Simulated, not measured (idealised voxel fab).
This section sets out a process module, namely voxel capacitor over wiring.
For reference, the cross-section in this document is cut, with width 165 nm and square cells of 5 nm.
Just so we're on the same page, the cross-sections are grids of square cells, and they're listed out in bands top to bottom, each band one or more rows deep.
Top, bottom (nm), then materials left to right with widths (nm); lone material tagged "everywhere" fills the whole band edge to edge; "blank" = empty space.
The level at which height equals 0 is the one under which the wafer, as it arrives, is entirely one material. No lower edge exists for the bottom band, which continues downward and is notated as in "0 -> down".
A width such as "30 to 40" changes by the same amount from each row of cells to the next, from the band's top row to its bottom row.
Take "remained the same" at face value: in the step it is given for, the cross-section changed in none of its cells.
The label "Closed voids list" introduces a list of the empty spaces, 8 cells or larger, that have no open way up to the top; each entry in it reads width x height at distance, where the distance is taken from the left edge and all three are stated in nm.
If you see something after the settings on a step's line, that's the simulator's own remark about that step.
If you see "overlay nm" on a step's line and that step has a mask, it's telling you how far right of where it was planned the mask ended up; a negative number means it went left instead.

-- The following list gives the planned process steps
step 1: RECEIVE: material Si
step 2: CONFORMAL_DEP: material SiO2, thk nm 10
step 3: DIRECTIONAL_DEP: material TiN, thk nm 5
step 4: DIRECTIONAL_DEP: material W, thk nm 15
step 5: PATTERN: tone cover, mask id METAL_1, material resist, width nm 30, pitch nm 85, thk nm 15, overlay nm 0
step 6: DIRECTIONAL_ETCH: etch materials W, depth nm 15
step 7: DIRECTIONAL_ETCH: etch materials TiN, depth nm 5
step 8: STRIP: etch materials resist
step 9: FILL_DEP: material SiO2, thk nm 5
step 10: CMP: height nm 30
step 11: CONFORMAL_DEP: material SiCN, thk nm 5
step 12: DIRECTIONAL_DEP: material SiO2, thk nm 10
step 13: MASKED_ETCH: tone open, mask id PLUG_1, width nm 15, etch materials SiO2, depth nm 10, overlay nm 0
step 14: MASKED_ETCH: tone open, mask id PLUG_1, width nm 15, etch materials SiCN, depth nm 5, overlay nm 0
step 15: EPI: material Ru, thk nm 10
step 16: EPI: material Ru, thk nm 5
step 17: DIRECTIONAL_DEP: material TiN, thk nm 5
step 18: DIRECTIONAL_DEP: material SiN, thk nm 5
step 19: DIRECTIONAL_DEP: material TiN, thk nm 5
step 20: MASKED_ETCH: tone cover, mask id UPPER_PLATE, width nm 60, etch materials TiN, depth nm 5, overlay nm 0
step 21: MASKED_ETCH: tone cover, mask id UPPER_PLATE, width nm 60, etch materials SiN, depth nm 5, overlay nm 0
step 22: MASKED_ETCH: tone cover, mask id LOWER_PLATE, width nm 70, etch materials TiN, depth nm 5, overlay nm 0
step 23: FILL_DEP: material SiO2, thk nm 20
step 24: CMP: height nm 75
step 25: PATTERN: tone open, mask id PLUG_2, material resist, width nm 15, thk nm 20, overlay nm 0
step 26: DIRECTIONAL_ETCH: etch materials SiO2, depth nm 15
step 27: STRIP: etch materials resist
step 28: CONFORMAL_DEP: material TiN, thk nm 5
step 29: FILL_DEP: material W, thk nm 5
step 30: CMP: height nm 75
step 31: CONFORMAL_DEP: material SiN, thk nm 5

-- Cross-section of the incoming wafer, state after step 1
	0 -> down = Si everywhere
	Closed voids list: none

-- The cross-section shown corresponds to the wafer at the conclusion of the module. The initial structure and the process plan are those presented above; however, one mistake occurred in executing the plan
	80 -> 75 = SiN everywhere
	75 -> 65 = SiO2 50 nm, then TiN 5 nm, then W 5 nm, then TiN 5 nm, then SiO2 100 nm
	65 -> 55 = SiO2 50 to 40 nm, then TiN 15 to 60 nm, then SiO2 100 to 65 nm
	55 -> 50 = SiO2 40 nm, then SiN 60 nm, then SiO2 65 nm
	50 -> 45 = SiO2 35 nm, then TiN 70 nm, then SiO2 60 nm
	45 -> 35 = SiO2 35 nm, then Ru 25 nm, then SiO2 105 nm
	35 -> 30 = SiCN 40 nm, then Ru 15 nm, then SiCN 110 nm
	30 -> 15 = SiO2 25 nm, then W 30 nm, then SiO2 55 nm, then W 30 nm, then SiO2 25 nm
	15 -> 10 = SiO2 25 nm, then TiN 30 nm, then SiO2 55 nm, then TiN 30 nm, then SiO2 25 nm
	10 -> 0 = SiO2 everywhere
	0 -> down = Si everywhere
	Closed voids list: none
Misprocessing identified: step 13 deviated from plan and actually ran as MASKED_ETCH: tone open, mask id PLUG_1, width nm 25, etch materials SiO2, depth nm 10, overlay nm 0
